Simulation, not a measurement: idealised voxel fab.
process module | voxel released beams
We display cut, a cross-section 285 nm in width whose square cells are each 5 nm.
When this document writes out a cross-section, it uses a grid of square cells and lists it as bands, beginning at the top and moving down, with a band standing for one or more rows of cells. Look at the band entry: it leads with the top's height and the bottom's height in nm. Then it lists the materials left to right, with a width in nm for each. The word "throughout" on a single material says that material fills the band edge to edge. The word "blank" is empty space. Basically, 0 is our baseline, since under it the wafer straight out of the box is all one material. The bottom band has no lower end and keeps on going down, so it looks like "0 -> down". The two numbers in a width such as "30 to 40" mark its ends across the band: the first belongs to the top row of cells, the second to the bottom row, and from each row to the next the width moves by the same amount. Key: "nothing was modified" - step with no changed cell in the cross-section. This entry, "Closed void table", enumerates those empty regions of no fewer than 8 cells that possess no open connection to the top. Each region is reported in the form width x height at distance, the distance being taken from the left edge, with all three quantities expressed in nm. Post-settings text on a step line: simulator's own remark regarding the step. On any step carrying a mask, the "overlay nm" setting, if present on the step's line, tells how far right of its planned place the mask lay; negative values point to the left.
-- These are the steps we planned for the process
1 RECEIVE | material Si
2 CONFORMAL_DEP | material SiN | thk nm 5
3 DIRECTIONAL_DEP | material SiO2 | thk nm 20
4 PATTERN | tone open | mask id ANCHOR | material resist | width nm 30 | thk nm 15 | overlay nm 0
5 DIRECTIONAL_ETCH | etch materials SiO2 | depth nm 20
6 STRIP | etch materials resist
7 CONFORMAL_DEP | material TiN | thk nm 10
8 DIRECTIONAL_DEP | material aC | thk nm 10
9 PATTERN | tone cover | mask id BEAM | material resist | width nm 110 | thk nm 25 | overlay nm 0
10 DIRECTIONAL_ETCH | etch materials aC | depth nm 10
11 STRIP | etch materials resist
12 DIRECTIONAL_ETCH | etch materials TiN | depth nm 10
13 STRIP | etch materials aC
14 STRIP | etch materials SiO2
-- The first of two wafers, run as planned
-- Wafer cross-section on receipt, i.e. after step 1
0 -> down  Si throughout
Closed void table: none
-- Once step 2 is through, the wafer looks like this in cross-section
5 -> 0  SiN throughout
Beneath the level 0, the cross-section is identical to its previous state.
-- Once step 3 is through, the wafer looks like this in cross-section
25 -> 5  SiO2 throughout
Beneath the level 5, the cross-section is identical to its previous state.
-- Once step 4 is through, the wafer looks like this in cross-section
40 -> 25  90 of resist, then 30 of blank, then 165 of resist
Beneath the level 25, the cross-section is identical to its previous state.
-- Once step 5 is through, the wafer looks like this in cross-section
40 -> 25  90 of resist, then 30 of blank, then 165 of resist
25 -> 5  90 of SiO2, then 30 of blank, then 165 of SiO2
Beneath the level 5, the cross-section is identical to its previous state.
-- Once step 6 is through, the wafer looks like this in cross-section
25 -> 5  90 of SiO2, then 30 of blank, then 165 of SiO2
Beneath the level 5, the cross-section is identical to its previous state.
-- Once step 7 is through, the wafer looks like this in cross-section
35 -> 25  100 of TiN, then 10 of blank, then 175 of TiN
25 -> 15  90 of SiO2, then 10 of TiN, then 10 of blank, then 10 of TiN, then 165 of SiO2
15 -> 5  90 of SiO2, then 30 of TiN, then 165 of SiO2
Beneath the level 5, the cross-section is identical to its previous state.
-- Once step 8 is through, the wafer looks like this in cross-section
45 -> 35  100 of aC, then 10 of blank, then 175 of aC
35 -> 25  100 of TiN, then 10 of blank, then 175 of TiN
25 -> 15  90 of SiO2, then 10 of TiN, then 10 of aC, then 10 of TiN, then 165 of SiO2
Beneath the level 15, the cross-section is identical to its previous state.
-- Once step 9 is through, the wafer looks like this in cross-section
70 -> 45  85 of blank, then 110 of resist, then 90 of blank
45 -> 35  100 of aC, then 10 of resist, then 175 of aC
35 -> 25  100 of TiN, then 10 of resist, then 175 of TiN
Beneath the level 25, the cross-section is identical to its previous state.
-- Once step 10 is through, the wafer looks like this in cross-section
60 -> 45  85 of blank, then 110 of resist, then 90 of blank
45 -> 35  85 of blank, then 15 of aC, then 10 of resist, then 85 of aC, then 90 of blank
Beneath the level 35, the cross-section is identical to its previous state.
-- Once step 11 is through, the wafer looks like this in cross-section
45 -> 35  85 of blank, then 15 of aC, then 10 of blank, then 85 of aC, then 90 of blank
35 -> 25  100 of TiN, then 10 of blank, then 175 of TiN
Beneath the level 25, the cross-section is identical to its previous state.
-- Once step 12 is through, the wafer looks like this in cross-section
45 -> 35  85 of blank, then 15 of aC, then 10 of blank, then 85 of aC, then 90 of blank
35 -> 25  85 of blank, then 15 of TiN, then 10 of blank, then 85 of TiN, then 90 of blank
Beneath the level 25, the cross-section is identical to its previous state.
-- Once step 13 is through, the wafer looks like this in cross-section
35 -> 25  85 of blank, then 15 of TiN, then 10 of blank, then 85 of TiN, then 90 of blank
25 -> 15  90 of SiO2, then 10 of TiN, then 10 of blank, then 10 of TiN, then 165 of SiO2
Beneath the level 15, the cross-section is identical to its previous state.
-- Once step 14 is through, the wafer looks like this in cross-section
35 -> 25  85 of blank, then 15 of TiN, then 10 of blank, then 85 of TiN, then 90 of blank
25 -> 15  90 of blank, then 10 of TiN, then 10 of blank, then 10 of TiN, then 165 of blank
15 -> 5  90 of blank, then 30 of TiN, then 165 of blank
Beneath the level 5, the cross-section is identical to its previous state.
-- Here the second wafer is described. Its start and its plan were those of the first wafer. Its run contained one mistake. Up to and including step 3, it did exactly what the first wafer did
-- Second wafer shown in cross-section at the time step 4 was slated to end
40 -> 25  90 of blank, then 30 of resist, then 165 of blank
Beneath the level 25, the cross-section is identical to its previous state.
-- Second wafer shown in cross-section at the time step 5 was slated to end
40 -> 25  90 of blank, then 30 of resist, then 165 of blank
25 -> 5  90 of blank, then 30 of SiO2, then 165 of blank
Beneath the level 5, the cross-section is identical to its previous state.
-- Second wafer shown in cross-section at the time step 6 was slated to end
25 -> 5  90 of blank, then 30 of SiO2, then 165 of blank
Beneath the level 5, the cross-section is identical to its previous state.
-- Second wafer shown in cross-section at the time step 7 was slated to end
35 -> 25  80 of blank, then 50 of TiN, then 155 of blank
25 -> 15  80 of blank, then 10 of TiN, then 30 of SiO2, then 10 of TiN, then 155 of blank
15 -> 5  90 of TiN, then 30 of SiO2, then 165 of TiN
Beneath the level 5, the cross-section is identical to its previous state.
-- Second wafer shown in cross-section at the time step 8 was slated to end
45 -> 35  80 of blank, then 50 of aC, then 155 of blank
35 -> 25  80 of blank, then 50 of TiN, then 155 of blank
25 -> 15  80 of aC, then 10 of TiN, then 30 of SiO2, then 10 of TiN, then 155 of aC
Beneath the level 15, the cross-section is identical to its previous state.
-- Second wafer shown in cross-section at the time step 9 was slated to end
70 -> 45  85 of blank, then 110 of resist, then 90 of blank
45 -> 35  80 of blank, then 50 of aC, then 65 of resist, then 90 of blank
35 -> 25  80 of blank, then 50 of TiN, then 65 of resist, then 90 of blank
Beneath the level 25, the cross-section is identical to its previous state.
-- Second wafer shown in cross-section at the time step 10 was slated to end
60 -> 45  85 of blank, then 110 of resist, then 90 of blank
45 -> 35  85 of blank, then 45 of aC, then 65 of resist, then 90 of blank
35 -> 25  80 of blank, then 50 of TiN, then 65 of resist, then 90 of blank
25 -> 15  80 of blank, then 10 of TiN, then 30 of SiO2, then 10 of TiN, then 65 of aC, then 90 of blank
Beneath the level 15, the cross-section is identical to its previous state.
-- Second wafer shown in cross-section at the time step 11 was slated to end
45 -> 35  85 of blank, then 45 of aC, then 155 of blank
35 -> 25  80 of blank, then 50 of TiN, then 155 of blank
Beneath the level 25, the cross-section is identical to its previous state.
-- Second wafer shown in cross-section at the time step 12 was slated to end
45 -> 35  85 of blank, then 45 of aC, then 155 of blank
35 -> 25  85 of blank, then 45 of TiN, then 155 of blank
25 -> 15  80 of blank, then 10 of TiN, then 30 of SiO2, then 10 of TiN, then 65 of aC, then 90 of blank
15 -> 5  80 of blank, then 10 of TiN, then 30 of SiO2, then 75 of TiN, then 90 of blank
Beneath the level 5, the cross-section is identical to its previous state.
-- Second wafer shown in cross-section at the time step 13 was slated to end
35 -> 25  85 of blank, then 45 of TiN, then 155 of blank
25 -> 15  80 of blank, then 10 of TiN, then 30 of SiO2, then 10 of TiN, then 155 of blank
Beneath the level 15, the cross-section is identical to its previous state.
Second wafer shown in cross-section at the time step 14 was slated to end: nothing was modified
what went wrong: contrary to plan, step 4 was performed as PATTERN | tone cover | mask id ANCHOR | material resist | width nm 30 | thk nm 15 | overlay nm 0
At the finish, the second wafer shows more or fewer cells for some materials than the first does: SiO2 +24
